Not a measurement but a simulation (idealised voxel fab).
Proc. module: voxel transistor to metal
Section shown: cut. Width: 275 nm. Cell size: 5 nm, square.
Cross-section = grid of square cells, listed top down in bands; band = one or more rows.
The entry gives the band's vertical extent as a top height and a bottom height in nm, then its horizontal make-up as materials from left to right, each with a width in nm. "blank" stands for empty space; a single material marked "edge to edge" fills the band edge to edge.
The reference from which all heights are counted is 0, the level beneath which the as-received wafer is entirely one material; the lowest band, having no lower bound, proceeds downward and is written after the example "top 0, no bottom".
Think of "30..40" as a width that walks from the first number to the second as you go down the band, top row to bottom row, taking equal-sized steps from row to row.
Step marked "stayed the same"? Then no cell in the cross-section changed in it.
"Enclosed void listing" contains a list of empty spaces, each no smaller than 8 cells and without an open way to the top, written in the form width x height at distance with the distance from the left edge and all three in nm.
Past the settings on a step's line: simulator remark, on that step.
overlay nm, on a step with a mask: how far to the right of its planned place the mask lay; to the left if negative
So the way this works: pairs, before and after one process step. The after picture only goes down to the lowest band that actually changed, nothing below. Step and its settings are under each pair. And watch out, pairs might come from different runs of this module, same starting wafer though, so a pair only follows on from the one above if its "Before the step" entry tells you so.

# Before the step
> top 55, bottom 40 | SiO2 45 nm, blank 25 nm, SiO2 25 nm, blank 25 nm, SiO2 35 nm, blank 25 nm, SiO2 25 nm, blank 25 nm, SiO2 45 nm
> top 40, bottom 30 | SiO2 45 nm, blank 20 nm, SiN 10 nm, SiCN 15 nm, SiN 10 nm, blank 20 nm, SiO2 35 nm, blank 20 nm, SiN 10 nm, SiCN 15 nm, SiN 10 nm, blank 20 nm, SiO2 45 nm
> top 30, bottom 15 | SiO2 45 nm, blank 10 nm, SiN 10 nm, polySi 25 nm, SiN 10 nm, blank 20 nm, SiO2 35 nm, blank 10 nm, SiN 10 nm, polySi 25 nm, SiN 10 nm, blank 20 nm, SiO2 45 nm
> top 15, bottom 5 | SiO2 35 nm, nSi 20 nm, SiN 10 nm, polySi 25 nm, SiN 10 nm, nSi 30 nm, SiO2 15 nm, nSi 20 nm, SiN 10 nm, polySi 25 nm, SiN 10 nm, nSi 30 nm, SiO2 35 nm
> top 5, bottom 0 | SiO2 35 nm, SiN 10 nm, nSi 10 nm, SiN 10 nm, polySi 25 nm, SiN 10 nm, nSi 20 nm, SiN 10 nm, SiO2 15 nm, SiN 10 nm, nSi 10 nm, SiN 10 nm, polySi 25 nm, SiN 10 nm, nSi 20 nm, SiN 10 nm, SiO2 35 nm
> top 0, bottom -5 | SiO2 45 nm, nSi 10 nm, SiO2 45 nm, nSi 20 nm, SiO2 35 nm, nSi 10 nm, SiO2 45 nm, nSi 20 nm, SiO2 45 nm
> top -5, bottom -20 | SiO2 40 nm, Si 5 nm, nSi 10 nm, Si 45 nm, nSi 20 nm, Si 5 nm, SiO2 25 nm, Si 5 nm, nSi 10 nm, Si 45 nm, nSi 20 nm, Si 5 nm, SiO2 40 nm
> top -20, bottom -25 | SiO2 40 nm, Si 85 nm, SiO2 25 nm, Si 85 nm, SiO2 40 nm
> top -25, no bottom | Si edge to edge
> Enclosed void listing: none

# after
> top 60, bottom 55 | TiN 50 nm, blank 15 nm, TiN 35 nm, blank 15 nm, TiN 45 nm, blank 15 nm, TiN 35 nm, blank 15 nm, TiN 50 nm
> top 55, bottom 45 | SiO2 45 nm, TiN 5 nm, blank 15 nm, TiN 5 nm, SiO2 25 nm, TiN 5 nm, blank 15 nm, TiN 5 nm, SiO2 35 nm, TiN 5 nm, blank 15 nm, TiN 5 nm, SiO2 25 nm, TiN 5 nm, blank 15 nm, TiN 5 nm, SiO2 45 nm
> top 45, bottom 40 | SiO2 45 nm, TiN 5 nm, blank 10 nm, TiN 10 nm, SiO2 25 nm, TiN 10 nm, blank 10 nm, TiN 5 nm, SiO2 35 nm, TiN 5 nm, blank 10 nm, TiN 10 nm, SiO2 25 nm, TiN 10 nm, blank 10 nm, TiN 5 nm, SiO2 45 nm
> top 40, bottom 35 | SiO2 45 nm, TiN 5 nm, blank 10 nm, TiN 5 nm, SiN 10 nm, SiCN 15 nm, SiN 10 nm, TiN 5 nm, blank 10 nm, TiN 5 nm, SiO2 35 nm, TiN 5 nm, blank 10 nm, TiN 5 nm, SiN 10 nm, SiCN 15 nm, SiN 10 nm, TiN 5 nm, blank 10 nm, TiN 5 nm, SiO2 45 nm
> top 35, bottom 30 | SiO2 45 nm, TiN 20 nm, SiN 10 nm, SiCN 15 nm, SiN 10 nm, TiN 5 nm, blank 10 nm, TiN 5 nm, SiO2 35 nm, TiN 20 nm, SiN 10 nm, SiCN 15 nm, SiN 10 nm, TiN 5 nm, blank 10 nm, TiN 5 nm, SiO2 45 nm
> top 30, bottom 20 | SiO2 45 nm, TiN 10 nm, SiN 10 nm, polySi 25 nm, SiN 10 nm, TiN 5 nm, blank 10 nm, TiN 5 nm, SiO2 35 nm, TiN 10 nm, SiN 10 nm, polySi 25 nm, SiN 10 nm, TiN 5 nm, blank 10 nm, TiN 5 nm, SiO2 45 nm
> top 20, bottom 15 | SiO2 45 nm, TiN 10 nm, SiN 10 nm, polySi 25 nm, SiN 10 nm, TiN 20 nm, SiO2 35 nm, TiN 10 nm, SiN 10 nm, polySi 25 nm, SiN 10 nm, TiN 20 nm, SiO2 45 nm
> For the remainder of the cross-section, below 15, there is no change.
> Enclosed void listing: none
Step, before to after (see cross-sections above): CONFORMAL_DEP (material TiN; thk nm 5)

Before the step: unchanged from the after cross-section in the pair immediately above; refer to that figure.

# after
> top 65, bottom 60 | W edge to edge
> top 60, bottom 55 | TiN 50 nm, W 15 nm, TiN 35 nm, W 15 nm, TiN 45 nm, W 15 nm, TiN 35 nm, W 15 nm, TiN 50 nm
> top 55, bottom 45 | SiO2 45 nm, TiN 5 nm, W 15 nm, TiN 5 nm, SiO2 25 nm, TiN 5 nm, W 15 nm, TiN 5 nm, SiO2 35 nm, TiN 5 nm, W 15 nm, TiN 5 nm, SiO2 25 nm, TiN 5 nm, W 15 nm, TiN 5 nm, SiO2 45 nm
> top 45, bottom 40 | SiO2 45 nm, TiN 5 nm, W 10 nm, TiN 10 nm, SiO2 25 nm, TiN 10 nm, W 10 nm, TiN 5 nm, SiO2 35 nm, TiN 5 nm, W 10 nm, TiN 10 nm, SiO2 25 nm, TiN 10 nm, W 10 nm, TiN 5 nm, SiO2 45 nm
> top 40, bottom 35 | SiO2 45 nm, TiN 5 nm, W 10 nm, TiN 5 nm, SiN 10 nm, SiCN 15 nm, SiN 10 nm, TiN 5 nm, W 10 nm, TiN 5 nm, SiO2 35 nm, TiN 5 nm, W 10 nm, TiN 5 nm, SiN 10 nm, SiCN 15 nm, SiN 10 nm, TiN 5 nm, W 10 nm, TiN 5 nm, SiO2 45 nm
> top 35, bottom 30 | SiO2 45 nm, TiN 20 nm, SiN 10 nm, SiCN 15 nm, SiN 10 nm, TiN 5 nm, W 10 nm, TiN 5 nm, SiO2 35 nm, TiN 20 nm, SiN 10 nm, SiCN 15 nm, SiN 10 nm, TiN 5 nm, W 10 nm, TiN 5 nm, SiO2 45 nm
> top 30, bottom 20 | SiO2 45 nm, TiN 10 nm, SiN 10 nm, polySi 25 nm, SiN 10 nm, TiN 5 nm, W 10 nm, TiN 5 nm, SiO2 35 nm, TiN 10 nm, SiN 10 nm, polySi 25 nm, SiN 10 nm, TiN 5 nm, W 10 nm, TiN 5 nm, SiO2 45 nm
> For the remainder of the cross-section, below 20, there is no change.
> Enclosed void listing: none
Step, before to after (see cross-sections above): FILL_DEP (material W; thk nm 5)

Before the step: unchanged from the after cross-section in the pair immediately above; refer to that figure.

# after
> top 55, bottom 45 | SiO2 45 nm, TiN 5 nm, W 15 nm, TiN 5 nm, SiO2 25 nm, TiN 5 nm, W 15 nm, TiN 5 nm, SiO2 35 nm, TiN 5 nm, W 15 nm, TiN 5 nm, SiO2 25 nm, TiN 5 nm, W 15 nm, TiN 5 nm, SiO2 45 nm
> For the remainder of the cross-section, below 45, there is no change.
> Enclosed void listing: none
Step, before to after (see cross-sections above): CMP (height nm 55)

Before the step: unchanged from the after cross-section in the pair immediately above; refer to that figure.

# after
> top 60, bottom 55 | TiN edge to edge
> For the remainder of the cross-section, below 55, there is no change.
> Enclosed void listing: none
Step, before to after (see cross-sections above): DIRECTIONAL_DEP (material TiN; thk nm 5)

Before the step: unchanged from the after cross-section in the pair immediately above; refer to that figure.

# after
> top 85, bottom 60 | Ru edge to edge
> For the remainder of the cross-section, below 60, there is no change.
> Enclosed void listing: none
Step, before to after (see cross-sections above): DIRECTIONAL_DEP (material Ru; thk nm 25)

Before the step: unchanged from the after cross-section in the pair immediately above; refer to that figure.

# after
> top 85, bottom 60 | blank 45 nm, Ru 15 nm, blank 45 nm, Ru 15 nm, blank 35 nm, Ru 15 nm, blank 45 nm, Ru 15 nm, blank 45 nm
> For the remainder of the cross-section, below 60, there is no change.
> Enclosed void listing: none
Step, before to after (see cross-sections above): MASKED_ETCH (tone cover; mask id METAL_1; width nm 15; etch materials Ru; depth nm 25; overlay nm 0)

Before the step: unchanged from the after cross-section in the pair immediately above; refer to that figure.

# after
> top 85, bottom 60 | blank 45 nm, Ru 15 nm, blank 45 nm, Ru 15 nm, blank 35 nm, Ru 15 nm, blank 45 nm, Ru 15 nm, blank 45 nm
> top 60, bottom 55 | blank 45 nm, TiN 15 nm, blank 45 nm, TiN 15 nm, blank 35 nm, TiN 15 nm, blank 45 nm, TiN 15 nm, blank 45 nm
> For the remainder of the cross-section, below 55, there is no change.
> Enclosed void listing: none
Step, before to after (see cross-sections above): MASKED_ETCH (tone cover; mask id METAL_1; width nm 15; etch materials TiN; depth nm 5; overlay nm 0)

Before the step: unchanged from the after cross-section in the pair immediately above; refer to that figure.

# after
> top 90, bottom 85 | blank 40 nm, SiCN 25 nm, blank 35 nm, SiCN 25 nm, blank 25 nm, SiCN 25 nm, blank 35 nm, SiCN 25 nm, blank 40 nm
> top 85, bottom 60 | blank 40 nm, SiCN 5 nm, Ru 15 nm, SiCN 5 nm, blank 35 nm, SiCN 5 nm, Ru 15 nm, SiCN 5 nm, blank 25 nm, SiCN 5 nm, Ru 15 nm, SiCN 5 nm, blank 35 nm, SiCN 5 nm, Ru 15 nm, SiCN 5 nm, blank 40 nm
> top 60, bottom 55 | SiCN 45 nm, TiN 15 nm, SiCN 45 nm, TiN 15 nm, SiCN 35 nm, TiN 15 nm, SiCN 45 nm, TiN 15 nm, SiCN 45 nm
> For the remainder of the cross-section, below 55, there is no change.
> Enclosed void listing: none
Step, before to after (see cross-sections above): CONFORMAL_DEP (material SiCN; thk nm 5)

Before the step: unchanged from the after cross-section in the pair immediately above; refer to that figure.

# after
> top 95, bottom 90 | SiO2 edge to edge
> top 90, bottom 85 | SiO2 40 nm, SiCN 25 nm, SiO2 35 nm, SiCN 25 nm, SiO2 25 nm, SiCN 25 nm, SiO2 35 nm, SiCN 25 nm, SiO2 40 nm
> top 85, bottom 60 | SiO2 40 nm, SiCN 5 nm, Ru 15 nm, SiCN 5 nm, SiO2 35 nm, SiCN 5 nm, Ru 15 nm, SiCN 5 nm, SiO2 25 nm, SiCN 5 nm, Ru 15 nm, SiCN 5 nm, SiO2 35 nm, SiCN 5 nm, Ru 15 nm, SiCN 5 nm, SiO2 40 nm
> For the remainder of the cross-section, below 60, there is no change.
> Enclosed void listing: none
Step, before to after (see cross-sections above): FILL_DEP (material SiO2; thk nm 5)

Before the step: unchanged from the after cross-section in the pair immediately above; refer to that figure.

# after
> top 85, bottom 60 | SiO2 40 nm, SiCN 5 nm, Ru 15 nm, SiCN 5 nm, SiO2 35 nm, SiCN 5 nm, Ru 15 nm, SiCN 5 nm, SiO2 25 nm, SiCN 5 nm, Ru 15 nm, SiCN 5 nm, SiO2 35 nm, SiCN 5 nm, Ru 15 nm, SiCN 5 nm, SiO2 40 nm
> For the remainder of the cross-section, below 60, there is no change.
> Enclosed void listing: none
Step, before to after (see cross-sections above): CMP (height nm 85)

Before the step: unchanged from the after cross-section in the pair immediately above; refer to that figure.

# after
> top 90, bottom 85 | SiCN edge to edge
> For the remainder of the cross-section, below 85, there is no change.
> Enclosed void listing: none
Step, before to after (see cross-sections above): CONFORMAL_DEP (material SiCN; thk nm 5)

Before the step: unchanged from the after cross-section in the pair immediately above; refer to that figure.

# after
> top 120, bottom 90 | SiO2 edge to edge
> For the remainder of the cross-section, below 90, there is no change.
> Enclosed void listing: none
Step, before to after (see cross-sections above): DIRECTIONAL_DEP (material SiO2; thk nm 30)

Before the step: unchanged from the after cross-section in the pair immediately above; refer to that figure.

# after
> top 135, bottom 120 | aC edge to edge
> For the remainder of the cross-section, below 120, there is no change.
> Enclosed void listing: none
Step, before to after (see cross-sections above): DIRECTIONAL_DEP (material aC; thk nm 15)

Before the step: unchanged from the after cross-section in the pair immediately above; refer to that figure.

# after
> top 165, bottom 135 | resist 45 nm, blank 15 nm, resist 95 nm, blank 15 nm, resist 105 nm
> For the remainder of the cross-section, below 135, there is no change.
> Enclosed void listing: none
Step, before to after (see cross-sections above): PATTERN (tone open; mask id METAL_2; material resist; width nm 15; pitch nm 110; thk nm 30; overlay nm 0)

Before the step: unchanged from the after cross-section in the pair immediately above; refer to that figure.

# after
> top 150, bottom 135 | resist 45 nm, blank 15 nm, resist 95 nm, blank 15 nm, resist 105 nm
> top 135, bottom 120 | aC 45 nm, blank 15 nm, aC 95 nm, blank 15 nm, aC 105 nm
> For the remainder of the cross-section, below 120, there is no change.
> Enclosed void listing: none
Step, before to after (see cross-sections above): DIRECTIONAL_ETCH (etch materials aC; depth nm 15)

Before the step: unchanged from the after cross-section in the pair immediately above; refer to that figure.

# after
> top 135, bottom 120 | aC 45 nm, blank 15 nm, aC 95 nm, blank 15 nm, aC 105 nm
> For the remainder of the cross-section, below 120, there is no change.
> Enclosed void listing: none
Step, before to after (see cross-sections above): STRIP (etch materials resist)

Before the step: unchanged from the after cross-section in the pair immediately above; refer to that figure.

# after
> top 135, bottom 120 | aC 45 nm, blank 15 nm, aC 95 nm, blank 15 nm, aC 105 nm
> top 120, bottom 105 | SiO2 45 nm, blank 15 nm, SiO2 95 nm, blank 15 nm, SiO2 105 nm
> For the remainder of the cross-section, below 105, there is no change.
> Enclosed void listing: none
Step, before to after (see cross-sections above): DIRECTIONAL_ETCH (etch materials SiO2; depth nm 15)

Before the step: unchanged from the after cross-section in the pair immediately above; refer to that figure.

# after
> top 120, bottom 105 | SiO2 45 nm, blank 15 nm, SiO2 95 nm, blank 15 nm, SiO2 105 nm
> For the remainder of the cross-section, below 105, there is no change.
> Enclosed void listing: none
Step, before to after (see cross-sections above): STRIP (etch materials aC)

Before the step: unchanged from the after cross-section in the pair immediately above; refer to that figure.

# after
> top 135, bottom 120 | aC 45 nm, blank 15 nm, aC 95 nm, blank 15 nm, aC 105 nm
> top 120, bottom 105 | SiO2 45 nm, aC 15 nm, SiO2 95 nm, aC 15 nm, SiO2 105 nm
> For the remainder of the cross-section, below 105, there is no change.
> Enclosed void listing: none
Step, before to after (see cross-sections above): DIRECTIONAL_DEP (material aC; thk nm 15)

Before the step: unchanged from the after cross-section in the pair immediately above; refer to that figure.

# after
> top 170, bottom 135 | resist 45 nm, blank 15 nm, resist 95 nm, blank 15 nm, resist 105 nm
> For the remainder of the cross-section, below 135, there is no change.
> Enclosed void listing: none
Step, before to after (see cross-sections above): PATTERN (tone open; mask id METAL_2_HOLES; material resist; width nm 15; pitch nm 110; thk nm 35; overlay nm 0)

Before the step: unchanged from the after cross-section in the pair immediately above; refer to that figure.

# after
> top 155, bottom 135 | resist 45 nm, blank 15 nm, resist 95 nm, blank 15 nm, resist 105 nm
> top 135, bottom 120 | aC 45 nm, blank 15 nm, aC 95 nm, blank 15 nm, aC 105 nm
> top 120, bottom 105 | SiO2 45 nm, blank 15 nm, SiO2 95 nm, blank 15 nm, SiO2 105 nm
> For the remainder of the cross-section, below 105, there is no change.
> Enclosed void listing: none
Step, before to after (see cross-sections above): DIRECTIONAL_ETCH (etch materials aC; depth nm 15)

Before the step: unchanged from the after cross-section in the pair immediately above; refer to that figure.

# after
> top 135, bottom 120 | aC 45 nm, blank 15 nm, aC 95 nm, blank 15 nm, aC 105 nm
> For the remainder of the cross-section, below 120, there is no change.
> Enclosed void listing: none
Step, before to after (see cross-sections above): STRIP (etch materials resist)

Before the step: unchanged from the after cross-section in the pair immediately above; refer to that figure.

# after
> top 135, bottom 120 | aC 45 nm, blank 15 nm, aC 95 nm, blank 15 nm, aC 105 nm
> top 120, bottom 90 | SiO2 45 nm, blank 15 nm, SiO2 95 nm, blank 15 nm, SiO2 105 nm
> For the remainder of the cross-section, below 90, there is no change.
> Enclosed void listing: none
Step, before to after (see cross-sections above): DIRECTIONAL_ETCH (etch materials SiO2; depth nm 15)

Before the step: unchanged from the after cross-section in the pair immediately above; refer to that figure.

# after
> top 135, bottom 120 | aC 45 nm, blank 15 nm, aC 95 nm, blank 15 nm, aC 105 nm
> top 120, bottom 90 | SiO2 45 nm, blank 15 nm, SiO2 95 nm, blank 15 nm, SiO2 105 nm
> top 90, bottom 85 | SiCN 45 nm, blank 15 nm, SiCN 95 nm, blank 15 nm, SiCN 105 nm
> For the remainder of the cross-section, below 85, there is no change.
> Enclosed void listing: none
Step, before to after (see cross-sections above): DIRECTIONAL_ETCH (etch materials SiCN; depth nm 5)

Before the step: unchanged from the after cross-section in the pair immediately above; refer to that figure.

# after
> top 120, bottom 90 | SiO2 45 nm, blank 15 nm, SiO2 95 nm, blank 15 nm, SiO2 105 nm
> For the remainder of the cross-section, below 90, there is no change.
> Enclosed void listing: none
Step, before to after (see cross-sections above): STRIP (etch materials aC)

Before the step: unchanged from the after cross-section in the pair immediately above; refer to that figure.

# after
> top 125, bottom 120 | TiN 50 nm, blank 5 nm, TiN 105 nm, blank 5 nm, TiN 110 nm
> top 120, bottom 90 | SiO2 45 nm, TiN 5 nm, blank 5 nm, TiN 5 nm, SiO2 95 nm, TiN 5 nm, blank 5 nm, TiN 5 nm, SiO2 105 nm
> top 90, bottom 85 | SiCN 45 nm, TiN 15 nm, SiCN 95 nm, TiN 15 nm, SiCN 105 nm
> For the remainder of the cross-section, below 85, there is no change.
> Enclosed void listing: none
Step, before to after (see cross-sections above): CONFORMAL_DEP (material TiN; thk nm 5)

Before the step: unchanged from the after cross-section in the pair immediately above; refer to that figure.

# after
> top 130, bottom 125 | Ru edge to edge
> top 125, bottom 120 | TiN 50 nm, Ru 5 nm, TiN 105 nm, Ru 5 nm, TiN 110 nm
> top 120, bottom 90 | SiO2 45 nm, TiN 5 nm, Ru 5 nm, TiN 5 nm, SiO2 95 nm, TiN 5 nm, Ru 5 nm, TiN 5 nm, SiO2 105 nm
> For the remainder of the cross-section, below 90, there is no change.
> Enclosed void listing: none
Step, before to after (see cross-sections above): FILL_DEP (material Ru; thk nm 5)

Before the step: unchanged from the after cross-section in the pair immediately above; refer to that figure.

# after
> top 120, bottom 90 | SiO2 45 nm, TiN 5 nm, Ru 5 nm, TiN 5 nm, SiO2 95 nm, TiN 5 nm, Ru 5 nm, TiN 5 nm, SiO2 105 nm
> For the remainder of the cross-section, below 90, there is no change.
> Enclosed void listing: none
Step, before to after (see cross-sections above): CMP (height nm 120)

Before the step: unchanged from the after cross-section in the pair immediately above; refer to that figure.

# after
> top 125, bottom 120 | SiCN edge to edge
> For the remainder of the cross-section, below 120, there is no change.
> Enclosed void listing: none
Step, before to after (see cross-sections above): CONFORMAL_DEP (material SiCN; thk nm 5)

# Before the step
> top 120, bottom 90 | SiO2 45 nm, blank 15 nm, SiO2 95 nm, blank 15 nm, SiO2 105 nm
> top 90, bottom 85 | SiCN 45 nm, blank 15 nm, SiCN 95 nm, blank 15 nm, SiCN 105 nm
> top 85, bottom 60 | SiO2 40 nm, SiCN 5 nm, Ru 15 nm, SiCN 5 nm, SiO2 35 nm, SiCN 5 nm, Ru 15 nm, SiCN 5 nm, SiO2 25 nm, SiCN 5 nm, Ru 15 nm, SiCN 5 nm, SiO2 35 nm, SiCN 5 nm, Ru 15 nm, SiCN 5 nm, SiO2 40 nm
> top 60, bottom 55 | SiCN 45 nm, TiN 15 nm, SiCN 45 nm, TiN 15 nm, SiCN 35 nm, TiN 15 nm, SiCN 45 nm, TiN 15 nm, SiCN 45 nm
> top 55, bottom 45 | SiO2 45 nm, TiN 5 nm, W 15 nm, TiN 5 nm, SiO2 25 nm, TiN 5 nm, W 15 nm, TiN 5 nm, SiO2 35 nm, TiN 5 nm, W 15 nm, TiN 5 nm, SiO2 25 nm, TiN 5 nm, W 15 nm, TiN 5 nm, SiO2 45 nm
> top 45, bottom 40 | SiO2 45 nm, TiN 5 nm, W 10 nm, TiN 10 nm, SiO2 25 nm, TiN 10 nm, W 10 nm, TiN 5 nm, SiO2 35 nm, TiN 5 nm, W 10 nm, TiN 10 nm, SiO2 25 nm, TiN 10 nm, W 10 nm, TiN 5 nm, SiO2 45 nm
> top 40, bottom 30 | SiO2 45 nm, TiN 5 nm, W 10 nm, TiN 5 nm, SiN 10 nm, SiCN 15 nm, SiN 10 nm, TiN 5 nm, W 10 nm, TiN 5 nm, SiO2 35 nm, TiN 5 nm, W 10 nm, TiN 5 nm, SiN 10 nm, SiCN 15 nm, SiN 10 nm, TiN 5 nm, W 10 nm, TiN 5 nm, SiO2 45 nm
> top 30, bottom 20 | SiO2 45 nm, TiN 5 nm, W 10 nm, TiN 5 nm, SiN 10 nm, polySi 15 nm, SiN 10 nm, TiN 5 nm, W 10 nm, TiN 5 nm, SiO2 35 nm, TiN 5 nm, W 10 nm, TiN 5 nm, SiN 10 nm, polySi 15 nm, SiN 10 nm, TiN 5 nm, W 10 nm, TiN 5 nm, SiO2 45 nm
> top 20, bottom 15 | SiO2 45 nm, TiN 20 nm, SiN 10 nm, polySi 15 nm, SiN 10 nm, TiN 20 nm, SiO2 35 nm, TiN 20 nm, SiN 10 nm, polySi 15 nm, SiN 10 nm, TiN 20 nm, SiO2 45 nm
> top 15, bottom 5 | SiO2 35 nm, nSi 30 nm, SiN 10 nm, polySi 15 nm, SiN 10 nm, nSi 30 nm, SiO2 15 nm, nSi 30 nm, SiN 10 nm, polySi 15 nm, SiN 10 nm, nSi 30 nm, SiO2 35 nm
> top 5, bottom 0 | SiO2 35 nm, SiN 10 nm, nSi 20 nm, SiN 10 nm, polySi 15 nm, SiN 10 nm, nSi 20 nm, SiN 10 nm, SiO2 15 nm, SiN 10 nm, nSi 20 nm, SiN 10 nm, polySi 15 nm, SiN 10 nm, nSi 20 nm, SiN 10 nm, SiO2 35 nm
> top 0, bottom -5 | SiO2 45 nm, nSi 20 nm, SiO2 35 nm, nSi 20 nm, SiO2 35 nm, nSi 20 nm, SiO2 35 nm, nSi 20 nm, SiO2 45 nm
> top -5, bottom -20 | SiO2 40 nm, Si 5 nm, nSi 20 nm, Si 35 nm, nSi 20 nm, Si 5 nm, SiO2 25 nm, Si 5 nm, nSi 20 nm, Si 35 nm, nSi 20 nm, Si 5 nm, SiO2 40 nm
> top -20, bottom -25 | SiO2 40 nm, Si 85 nm, SiO2 25 nm, Si 85 nm, SiO2 40 nm
> top -25, no bottom | Si edge to edge
> Enclosed void listing: none

# after
> top 125, bottom 120 | aC 50 nm, blank 5 nm, aC 105 nm, blank 5 nm, aC 110 nm
> top 120, bottom 90 | SiO2 45 nm, aC 5 nm, blank 5 nm, aC 5 nm, SiO2 95 nm, aC 5 nm, blank 5 nm, aC 5 nm, SiO2 105 nm
> top 90, bottom 85 | SiCN 45 nm, aC 15 nm, SiCN 95 nm, aC 15 nm, SiCN 105 nm
> For the remainder of the cross-section, below 85, there is no change.
> Enclosed void listing: none
Step, before to after (see cross-sections above): CONFORMAL_DEP (material aC; thk nm 5)

Before the step: unchanged from the after cross-section in the pair immediately above; refer to that figure.

# after
> top 130, bottom 125 | Ru edge to edge
> top 125, bottom 120 | aC 50 nm, Ru 5 nm, aC 105 nm, Ru 5 nm, aC 110 nm
> top 120, bottom 90 | SiO2 45 nm, aC 5 nm, Ru 5 nm, aC 5 nm, SiO2 95 nm, aC 5 nm, Ru 5 nm, aC 5 nm, SiO2 105 nm
> For the remainder of the cross-section, below 90, there is no change.
> Enclosed void listing: none
Step, before to after (see cross-sections above): FILL_DEP (material Ru; thk nm 5)

Before the step: unchanged from the after cross-section in the pair immediately above; refer to that figure.

# after
> top 120, bottom 90 | SiO2 45 nm, aC 5 nm, Ru 5 nm, aC 5 nm, SiO2 95 nm, aC 5 nm, Ru 5 nm, aC 5 nm, SiO2 105 nm
> For the remainder of the cross-section, below 90, there is no change.
> Enclosed void listing: none
Step, before to after (see cross-sections above): CMP (height nm 120)

Before the step: unchanged from the after cross-section in the pair immediately above; refer to that figure.

# after
> top 125, bottom 120 | SiCN edge to edge
> For the remainder of the cross-section, below 120, there is no change.
> Enclosed void listing: none
Step, before to after (see cross-sections above): CONFORMAL_DEP (material SiCN; thk nm 5)

# Before the step
> top 45, bottom 40 | SiCN 35 nm, blank 95 nm, SiCN 15 nm, blank 95 nm, SiCN 35 nm
> top 40, bottom 35 | SiCN edge to edge
> top 35, bottom 30 | polySi 35 nm, SiCN 95 nm, polySi 15 nm, SiCN 95 nm, polySi 35 nm
> top 30, bottom 5 | polySi edge to edge
> top 5, bottom 0 | SiO2 35 nm, polySi 95 nm, SiO2 15 nm, polySi 95 nm, SiO2 35 nm
> top 0, bottom -5 | SiO2 edge to edge
> top -5, bottom -25 | SiO2 40 nm, Si 85 nm, SiO2 25 nm, Si 85 nm, SiO2 40 nm
> top -25, no bottom | Si edge to edge
> Enclosed void listing: none

# after
> top 45, bottom 35 | SiCN 35..75 nm, blank 95..15 nm, SiCN 15..95 nm, blank 95..15 nm, SiCN 35..75 nm
> top 35, bottom 30 | polySi 35 nm, SiCN 40 nm, blank 15 nm, SiCN 40 nm, polySi 15 nm, SiCN 40 nm, blank 15 nm, SiCN 40 nm, polySi 35 nm
> For the remainder of the cross-section, below 30, there is no change.
> Enclosed void listing: none
Step, before to after (see cross-sections above): MASKED_ETCH (tone open; mask id GATE; width nm 15; pitch nm 110; etch materials SiCN; depth nm 20; overlay nm 0)

Before the step: unchanged from the after cross-section in the pair immediately above; refer to that figure.

# after
> top 55, bottom 50 | SiN 45 nm, blank 75 nm, SiN 35 nm, blank 75 nm, SiN 45 nm
> top 50, bottom 45 | SiN edge to edge
> top 45, bottom 35 | SiCN 35..75 nm, SiN 95..15 nm, SiCN 15..95 nm, SiN 95..15 nm, SiCN 35..75 nm
> top 35, bottom 30 | polySi 35 nm, SiCN 40 nm, SiN 15 nm, SiCN 40 nm, polySi 15 nm, SiCN 40 nm, SiN 15 nm, SiCN 40 nm, polySi 35 nm
> For the remainder of the cross-section, below 30, there is no change.
> Enclosed void listing: none
Step, before to after (see cross-sections above): CONFORMAL_DEP (material SiN; thk nm 10)

Before the step: unchanged from the after cross-section in the pair immediately above; refer to that figure.

# after
> top 45, bottom 40 | SiCN 35 nm, SiN 10 nm, blank 75 nm, SiN 10 nm, SiCN 15 nm, SiN 10 nm, blank 75 nm, SiN 10 nm, SiCN 35 nm
> For the remainder of the cross-section, below 40, there is no change.
> Enclosed void listing: none
Step, before to after (see cross-sections above): DIRECTIONAL_ETCH (etch materials SiN; depth nm 10)

Before the step: unchanged from the after cross-section in the pair immediately above; refer to that figure.

# after
> top 55, bottom 45 | SiO2 edge to edge
> top 45, bottom 40 | SiCN 35 nm, SiN 10 nm, SiO2 75 nm, SiN 10 nm, SiCN 15 nm, SiN 10 nm, SiO2 75 nm, SiN 10 nm, SiCN 35 nm
> For the remainder of the cross-section, below 40, there is no change.
> Enclosed void listing: none
Step, before to after (see cross-sections above): FILL_DEP (material SiO2; thk nm 10)

Before the step: unchanged from the after cross-section in the pair immediately above; refer to that figure.

# after
> top 40, bottom 35 | SiCN 75 nm, SiN 15 nm, SiCN 95 nm, SiN 15 nm, SiCN 75 nm
> For the remainder of the cross-section, below 35, there is no change.
> Enclosed void listing: none
Step, before to after (see cross-sections above): CMP (height nm 40)

Before the step: unchanged from the after cross-section in the pair immediately above; refer to that figure.

# after
> top 55, bottom 40 | SiO2 edge to edge
> For the remainder of the cross-section, below 40, there is no change.
> Enclosed void listing: none
Step, before to after (see cross-sections above): DIRECTIONAL_DEP (material SiO2; thk nm 15)

Before the step: unchanged from the after cross-section in the pair immediately above; refer to that figure.

# after
> top 75, bottom 55 | resist 45 nm, blank 25 nm, resist 25 nm, blank 25 nm, resist 35 nm, blank 25 nm, resist 25 nm, blank 25 nm, resist 45 nm
> For the remainder of the cross-section, below 55, there is no change.
> Enclosed void listing: none
Step, before to after (see cross-sections above): PATTERN (tone open; mask id CONTACT; material resist; width nm 25; thk nm 20; overlay nm 0)

Before the step: unchanged from the after cross-section in the pair immediately above; refer to that figure.

# after
> top 75, bottom 55 | resist 45 nm, blank 25 nm, resist 25 nm, blank 25 nm, resist 35 nm, blank 25 nm, resist 25 nm, blank 25 nm, resist 45 nm
> top 55, bottom 40 | SiO2 45 nm, blank 25 nm, SiO2 25 nm, blank 25 nm, SiO2 35 nm, blank 25 nm, SiO2 25 nm, blank 25 nm, SiO2 45 nm
> For the remainder of the cross-section, below 40, there is no change.
> Enclosed void listing: none
Step, before to after (see cross-sections above): DIRECTIONAL_ETCH (etch materials SiO2; depth nm 40)

Before the step: unchanged from the after cross-section in the pair immediately above; refer to that figure.

# after
> top 55, bottom 40 | SiO2 45 nm, blank 25 nm, SiO2 25 nm, blank 25 nm, SiO2 35 nm, blank 25 nm, SiO2 25 nm, blank 25 nm, SiO2 45 nm
> For the remainder of the cross-section, below 40, there is no change.
> Enclosed void listing: none
Step, before to after (see cross-sections above): STRIP (etch materials resist)
